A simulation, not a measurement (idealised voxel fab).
process module | voxel wiring stack
cross-section cut | 145 nm wide | cells 5 nm
A cross-section is a grid of square cells, given in bands from the top down. A band is one or more rows of cells.
Each band's line starts with the height of the band's top and of its bottom, in nm. Then come its materials from left to right, each with its width in nm. One material with "throughout" fills the band from edge to edge. "air" is empty space.
Height 0 is the level under which the wafer as received is all one material. The lowest band goes on downwards, as in "0 down".
A width such as "30 to 40" changes by the same amount from each row of cells to the next, from the band's top row to its bottom row.
"no change" after a step means that no cell of the cross-section changed.
closed voids: empty space of 8 cells or more with no open way to the top, each as width x height at its distance from the left edge, in nm
after a step's settings: what the simulator itself notes on the step
overlay nm, on a step with a mask: how far to the right of its planned place the mask lay; to the left if negative
plan
1 op RECEIVE | material Si
2 op CONFORMAL_DEP | material SiO2 | thk nm 10
3 op DIRECTIONAL_DEP | material TiN | thk nm 5
4 op DIRECTIONAL_DEP | material W | thk nm 15
5 op DIRECTIONAL_DEP | material aC | thk nm 15
6 op PATTERN | tone cover | mask id METAL_1 | material resist | width nm 25 | pitch nm 55 | thk nm 30 | overlay nm 0
7 op DIRECTIONAL_ETCH | etch materials aC | depth nm 15
8 op STRIP | etch materials resist
9 op DIRECTIONAL_ETCH | etch materials W | depth nm 15
10 op DIRECTIONAL_ETCH | etch materials TiN | depth nm 5
11 op STRIP | etch materials aC
12 op CONFORMAL_DEP | material SiCN | thk nm 5
13 op FILL_DEP | material SiO2 | thk nm 5
14 op CMP | height nm 30
15 op CONFORMAL_DEP | material SiCN | thk nm 5
16 op DIRECTIONAL_DEP | material SiO2 | thk nm 35
17 op MASKED_ETCH | tone open | mask id METAL_2_HOLES | width nm 15 | etch materials SiO2 | depth nm 35 | overlay nm 0
18 op PATTERN | tone open | mask id METAL_2 | material resist | width nm 25 | pitch nm 55 | thk nm 20 | overlay nm 0
19 op DIRECTIONAL_ETCH | etch materials SiO2 | depth nm 20
20 op DIRECTIONAL_ETCH | etch materials SiCN | depth nm 5
21 op STRIP | etch materials resist
22 op CONFORMAL_DEP | material TiN | thk nm 5
23 op FILL_DEP | material Ru | thk nm 10
24 op CMP | height nm 70
25 op CONFORMAL_DEP | material SiCN | thk nm 5
26 op DIRECTIONAL_DEP | material SiO2 | thk nm 20
27 op DIRECTIONAL_DEP | material aC | thk nm 10
28 op PATTERN | tone open | mask id PLUG_2 | material resist | width nm 15 | thk nm 25 | overlay nm 0
29 op DIRECTIONAL_ETCH | etch materials aC | depth nm 10
30 op STRIP | etch materials resist
31 op DIRECTIONAL_ETCH | etch materials SiO2 | depth nm 20
32 op DIRECTIONAL_ETCH | etch materials SiCN | depth nm 5
33 op STRIP | etch materials aC
34 op EPI | material Ru | thk nm 10
35 op EPI | material Ru | thk nm 10
36 op EPI | material Ru | thk nm 5
37 op DIRECTIONAL_DEP | material TiN | thk nm 5
38 op DIRECTIONAL_DEP | material Ru | thk nm 15
39 op PATTERN | tone cover | mask id METAL_3 | material resist | width nm 25 | pitch nm 55 | thk nm 15 | overlay nm 0
40 op DIRECTIONAL_ETCH | etch materials Ru | depth nm 15
41 op DIRECTIONAL_ETCH | etch materials TiN | depth nm 5
42 op STRIP | etch materials resist
43 op FILL_DEP | material SiO2 | thk nm 10
44 op CMP | height nm 115
45 op CONFORMAL_DEP | material SiN | thk nm 5
as received, after step 1
  0 down: Si throughout
  closed voids: none
a wafer at the end: this start, this plan, one mistake
  120 to 115: SiN throughout
  115 to 100: SiO2 30 | Ru 25 | SiO2 30 | Ru 25 | SiO2 35
  100 to 95: aC throughout
  95 to 75: SiO2 30 | Ru 15 | SiO2 100
  75 to 70: SiCN 30 | Ru 15 | SiCN 100
  70 to 55: SiO2 30 | TiN 5 | Ru 15 | TiN 5 | SiO2 30 | TiN 5 | Ru 15 | TiN 5 | SiO2 35
  55 to 50: SiO2 30 | TiN 5 | Ru 5 | TiN 15 | SiO2 30 | TiN 25 | SiO2 35
  50 to 35: SiO2 30 | TiN 5 | Ru 5 | TiN 5 | SiO2 100
  35 to 30: SiCN 30 | TiN 15 | SiCN 100
  30 to 15: SiO2 25 | SiCN 5 | W 25 | SiCN 5 | SiO2 20 | SiCN 5 | W 25 | SiCN 5 | SiO2 30
  15 to 10: SiCN 30 | TiN 25 | SiCN 30 | TiN 25 | SiCN 35
  10 to 0: SiO2 throughout
  0 down: Si throughout
  closed voids: none
what went wrong: step 37 ran as: op DIRECTIONAL_DEP | material aC | thk nm 5
